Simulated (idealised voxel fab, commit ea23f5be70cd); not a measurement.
The document below concerns the process module designated voxel self aligned contacts.
Section shown: cut. Width: 225 nm. Cell size: 5 nm, square.
Cross-section, as written here: a square-cell grid given band by band from the top down, where a band holds one or more rows of cells. Within each band entry, the heights of the top and of the bottom of the band appear first, in that order and in nm; the materials of the band then follow from left to right, each with its corresponding width in nm. The designation "edge to edge" on a single material indicates that it fills the band from edge to edge; the designation "air" indicates empty space. Heights are expressed relative to 0, this being the level below which the as-received wafer comprises one material exclusively. The lowest band is unbounded in the downward direction and is denoted as in "0 and below". When a width is written as two numbers, as in "30..40", the first number is the width in the top row of cells of the band and the second is the width in its bottom row, and the width changes by the same amount from each row to the next. What does "nothing altered" mean for a step? It means no cell of the cross-section changed in that step. "Closed-off voids": empty spaces of 8 cells or more with no open way to the top, each given as width x height at distance, distance from the left edge, all in nm. Formally, on a step line, whatever follows the settings is a remark that the simulator itself makes on the step. Among the settings permitted on a step's line is "overlay nm"; applied to a step with a mask, it specifies the extent to which the mask lay to the right of its planned position, whereas a negative figure signifies a position to the left.

[Process steps - plan]
step 1: RECEIVE [material Si]
step 2: OXIDIZE [depth nm 5]
step 3: DIRECTIONAL_DEP [material polySi] [thk nm 20]
step 4: DIRECTIONAL_DEP [material SiN] [thk nm 25]
step 5: DIRECTIONAL_DEP [material aC] [thk nm 10]
step 6: PATTERN [tone cover] [mask id GATE] [material resist] [width nm 25] [pitch nm 70] [thk nm 25] [overlay nm 0]
step 7: DIRECTIONAL_ETCH [etch materials aC] [depth nm 10]
step 8: STRIP [etch materials resist]
step 9: DIRECTIONAL_ETCH [etch materials SiN] [depth nm 25]
step 10: DIRECTIONAL_ETCH [etch materials polySi] [depth nm 20]
step 11: STRIP [etch materials aC]
step 12: CONFORMAL_DEP [material SiN] [thk nm 10]
step 13: DIRECTIONAL_ETCH [etch materials SiN] [depth nm 10]
step 14: FILL_DEP [material SiO2] [thk nm 15]
step 15: CMP [height nm 50]
step 16: DIRECTIONAL_DEP [material aC] [thk nm 10]
step 17: PATTERN [tone open] [mask id CONTACT] [material resist] [width nm 55] [pitch nm 70] [thk nm 30] [overlay nm 0]
step 18: DIRECTIONAL_ETCH [etch materials aC] [depth nm 10]
step 19: STRIP [etch materials resist]
step 20: DIRECTIONAL_ETCH [etch materials SiO2] [depth nm 55]
step 21: STRIP [etch materials aC]
step 22: CONFORMAL_DEP [material TiN] [thk nm 5]
step 23: FILL_DEP [material Ru] [thk nm 10]
step 24: CMP [height nm 50]
step 25: CONFORMAL_DEP [material SiN] [thk nm 5]

[first wafer, as planned]

[This is the cross-section of the wafer as we received it, i.e. after step 1]
- 0 and below | Si edge to edge
- Closed-off voids: none

[Cross-section of the wafer after step 2]
- 0 down to -5 | SiO2 edge to edge
- Lower than -5, everything is as it was.

[Cross-section of the wafer after step 3]
- 20 down to 0 | polySi edge to edge
- Lower than 0, everything is as it was.

[Cross-section of the wafer after step 4]
- 45 down to 20 | SiN edge to edge
- Lower than 20, everything is as it was.

[Cross-section of the wafer after step 5]
- 55 down to 45 | aC edge to edge
- Lower than 45, everything is as it was.

[Cross-section of the wafer after step 6]
- 80 down to 55 | air: 30, then resist: 25, then air: 45, then resist: 25, then air: 45, then resist: 25, then air: 30
- Lower than 55, everything is as it was.

[Cross-section of the wafer after step 7]
- 70 down to 55 | air: 30, then resist: 25, then air: 45, then resist: 25, then air: 45, then resist: 25, then air: 30
- 55 down to 45 | air: 30, then aC: 25, then air: 45, then aC: 25, then air: 45, then aC: 25, then air: 30
- Lower than 45, everything is as it was.

[Cross-section of the wafer after step 8]
- 55 down to 45 | air: 30, then aC: 25, then air: 45, then aC: 25, then air: 45, then aC: 25, then air: 30
- Lower than 45, everything is as it was.

[Cross-section of the wafer after step 9]
- 55 down to 45 | air: 30, then aC: 25, then air: 45, then aC: 25, then air: 45, then aC: 25, then air: 30
- 45 down to 20 | air: 30, then SiN: 25, then air: 45, then SiN: 25, then air: 45, then SiN: 25, then air: 30
- Lower than 20, everything is as it was.

[Cross-section of the wafer after step 10]
- 55 down to 45 | air: 30, then aC: 25, then air: 45, then aC: 25, then air: 45, then aC: 25, then air: 30
- 45 down to 20 | air: 30, then SiN: 25, then air: 45, then SiN: 25, then air: 45, then SiN: 25, then air: 30
- 20 down to 0 | air: 30, then polySi: 25, then air: 45, then polySi: 25, then air: 45, then polySi: 25, then air: 30
- Lower than 0, everything is as it was.

[Cross-section of the wafer after step 11]
- 45 down to 20 | air: 30, then SiN: 25, then air: 45, then SiN: 25, then air: 45, then SiN: 25, then air: 30
- Lower than 20, everything is as it was.

[Cross-section of the wafer after step 12]
- 55 down to 20 | air: 20, then SiN: 45, then air: 25, then SiN: 45, then air: 25, then SiN: 45, then air: 20
- 20 down to 10 | air: 20, then SiN: 10, then polySi: 25, then SiN: 10, then air: 25, then SiN: 10, then polySi: 25, then SiN: 10, then air: 25, then SiN: 10, then polySi: 25, then SiN: 10, then air: 20
- 10 down to 0 | SiN: 30, then polySi: 25, then SiN: 45, then polySi: 25, then SiN: 45, then polySi: 25, then SiN: 30
- Lower than 0, everything is as it was.

[Cross-section of the wafer after step 13]
- 45 down to 20 | air: 20, then SiN: 45, then air: 25, then SiN: 45, then air: 25, then SiN: 45, then air: 20
- 20 down to 0 | air: 20, then SiN: 10, then polySi: 25, then SiN: 10, then air: 25, then SiN: 10, then polySi: 25, then SiN: 10, then air: 25, then SiN: 10, then polySi: 25, then SiN: 10, then air: 20
- Lower than 0, everything is as it was.

[Cross-section of the wafer after step 14]
- 60 down to 45 | SiO2 edge to edge
- 45 down to 20 | SiO2: 20, then SiN: 45, then SiO2: 25, then SiN: 45, then SiO2: 25, then SiN: 45, then SiO2: 20
- 20 down to 0 | SiO2: 20, then SiN: 10, then polySi: 25, then SiN: 10, then SiO2: 25, then SiN: 10, then polySi: 25, then SiN: 10, then SiO2: 25, then SiN: 10, then polySi: 25, then SiN: 10, then SiO2: 20
- Lower than 0, everything is as it was.

[Cross-section of the wafer after step 15]
- 50 down to 45 | SiO2 edge to edge
- Lower than 45, everything is as it was.

[Cross-section of the wafer after step 16]
- 60 down to 50 | aC edge to edge
- Lower than 50, everything is as it was.

[Cross-section of the wafer after step 17]
- 90 down to 60 | resist: 50, then air: 55, then resist: 15, then air: 55, then resist: 50
- Lower than 60, everything is as it was.

[Cross-section of the wafer after step 18]
- 80 down to 60 | resist: 50, then air: 55, then resist: 15, then air: 55, then resist: 50
- 60 down to 50 | aC: 50, then air: 55, then aC: 15, then air: 55, then aC: 50
- Lower than 50, everything is as it was.

[Cross-section of the wafer after step 19]
- 60 down to 50 | aC: 50, then air: 55, then aC: 15, then air: 55, then aC: 50
- Lower than 50, everything is as it was.

[Cross-section of the wafer after step 20]
- 60 down to 50 | aC: 50, then air: 55, then aC: 15, then air: 55, then aC: 50
- 50 down to 45 | SiO2: 50, then air: 55, then SiO2: 15, then air: 55, then SiO2: 50
- 45 down to 20 | SiO2: 20, then SiN: 45, then air: 25, then SiN: 45, then air: 25, then SiN: 45, then SiO2: 20
- 20 down to 0 | SiO2: 20, then SiN: 10, then polySi: 25, then SiN: 10, then air: 25, then SiN: 10, then polySi: 25, then SiN: 10, then air: 25, then SiN: 10, then polySi: 25, then SiN: 10, then SiO2: 20
- 0 down to -5 | SiO2: 65, then air: 25, then SiO2: 45, then air: 25, then SiO2: 65
- Lower than -5, everything is as it was.

[Cross-section of the wafer after step 21]
- 50 down to 45 | SiO2: 50, then air: 55, then SiO2: 15, then air: 55, then SiO2: 50
- Lower than 45, everything is as it was.

[Cross-section of the wafer after step 22]
- 55 down to 50 | TiN: 55, then air: 45, then TiN: 25, then air: 45, then TiN: 55
- 50 down to 45 | SiO2: 50, then TiN: 20, then air: 15, then TiN: 20, then SiO2: 15, then TiN: 20, then air: 15, then TiN: 20, then SiO2: 50
- 45 down to 20 | SiO2: 20, then SiN: 45, then TiN: 5, then air: 15, then TiN: 5, then SiN: 45, then TiN: 5, then air: 15, then TiN: 5, then SiN: 45, then SiO2: 20
- 20 down to 0 | SiO2: 20, then SiN: 10, then polySi: 25, then SiN: 10, then TiN: 5, then air: 15, then TiN: 5, then SiN: 10, then polySi: 25, then SiN: 10, then TiN: 5, then air: 15, then TiN: 5, then SiN: 10, then polySi: 25, then SiN: 10, then SiO2: 20
- 0 down to -5 | SiO2: 65, then TiN: 25, then SiO2: 45, then TiN: 25, then SiO2: 65
- Lower than -5, everything is as it was.

[Cross-section of the wafer after step 23]
- 65 down to 55 | Ru edge to edge
- 55 down to 50 | TiN: 55, then Ru: 45, then TiN: 25, then Ru: 45, then TiN: 55
- 50 down to 45 | SiO2: 50, then TiN: 20, then Ru: 15, then TiN: 20, then SiO2: 15, then TiN: 20, then Ru: 15, then TiN: 20, then SiO2: 50
- 45 down to 20 | SiO2: 20, then SiN: 45, then TiN: 5, then Ru: 15, then TiN: 5, then SiN: 45, then TiN: 5, then Ru: 15, then TiN: 5, then SiN: 45, then SiO2: 20
- 20 down to 0 | SiO2: 20, then SiN: 10, then polySi: 25, then SiN: 10, then TiN: 5, then Ru: 15, then TiN: 5, then SiN: 10, then polySi: 25, then SiN: 10, then TiN: 5, then Ru: 15, then TiN: 5, then SiN: 10, then polySi: 25, then SiN: 10, then SiO2: 20
- Lower than 0, everything is as it was.

[Cross-section of the wafer after step 24]
- 50 down to 45 | SiO2: 50, then TiN: 20, then Ru: 15, then TiN: 20, then SiO2: 15, then TiN: 20, then Ru: 15, then TiN: 20, then SiO2: 50
- Lower than 45, everything is as it was.

[Cross-section of the wafer after step 25]
- 55 down to 50 | SiN edge to edge
- Lower than 50, everything is as it was.

[The second wafer was prepared from the same starting point and under the same plan as the first; its processing contained one mistake, and it remains indistinguishable from the first wafer up to and including step 21]

[Cross-sectional representation of the second wafer at the time designated in the plan for the completion of step 22]
- 55 down to 50 | SiN: 55, then air: 45, then SiN: 25, then air: 45, then SiN: 55
- 50 down to 45 | SiO2: 50, then SiN: 20, then air: 15, then SiN: 20, then SiO2: 15, then SiN: 20, then air: 15, then SiN: 20, then SiO2: 50
- 45 down to 20 | SiO2: 20, then SiN: 50, then air: 15, then SiN: 55, then air: 15, then SiN: 50, then SiO2: 20
- 20 down to 0 | SiO2: 20, then SiN: 10, then polySi: 25, then SiN: 15, then air: 15, then SiN: 15, then polySi: 25, then SiN: 15, then air: 15, then SiN: 15, then polySi: 25, then SiN: 10, then SiO2: 20
- 0 down to -5 | SiO2: 65, then SiN: 25, then SiO2: 45, then SiN: 25, then SiO2: 65
- Lower than -5, everything is as it was.

[Cross-sectional representation of the second wafer at the time designated in the plan for the completion of step 23]
- 65 down to 55 | Ru edge to edge
- 55 down to 50 | SiN: 55, then Ru: 45, then SiN: 25, then Ru: 45, then SiN: 55
- 50 down to 45 | SiO2: 50, then SiN: 20, then Ru: 15, then SiN: 20, then SiO2: 15, then SiN: 20, then Ru: 15, then SiN: 20, then SiO2: 50
- 45 down to 20 | SiO2: 20, then SiN: 50, then Ru: 15, then SiN: 55, then Ru: 15, then SiN: 50, then SiO2: 20
- 20 down to 0 | SiO2: 20, then SiN: 10, then polySi: 25, then SiN: 15, then Ru: 15, then SiN: 15, then polySi: 25, then SiN: 15, then Ru: 15, then SiN: 15, then polySi: 25, then SiN: 10, then SiO2: 20
- Lower than 0, everything is as it was.

[Cross-sectional representation of the second wafer at the time designated in the plan for the completion of step 24]
- 50 down to 45 | SiO2: 50, then SiN: 20, then Ru: 15, then SiN: 20, then SiO2: 15, then SiN: 20, then Ru: 15, then SiN: 20, then SiO2: 50
- Lower than 45, everything is as it was.

[Cross-sectional representation of the second wafer at the time designated in the plan for the completion of step 25]
- 55 down to 50 | SiN edge to edge
- Lower than 50, everything is as it was.
What was the processing mistake? note that step 22 departed from the planned setting and was carried out as CONFORMAL_DEP [material SiN] [thk nm 5]
Per the end-of-run cell counts, the second wafer holds more or fewer of some materials than the first: SiN +62, TiN -62
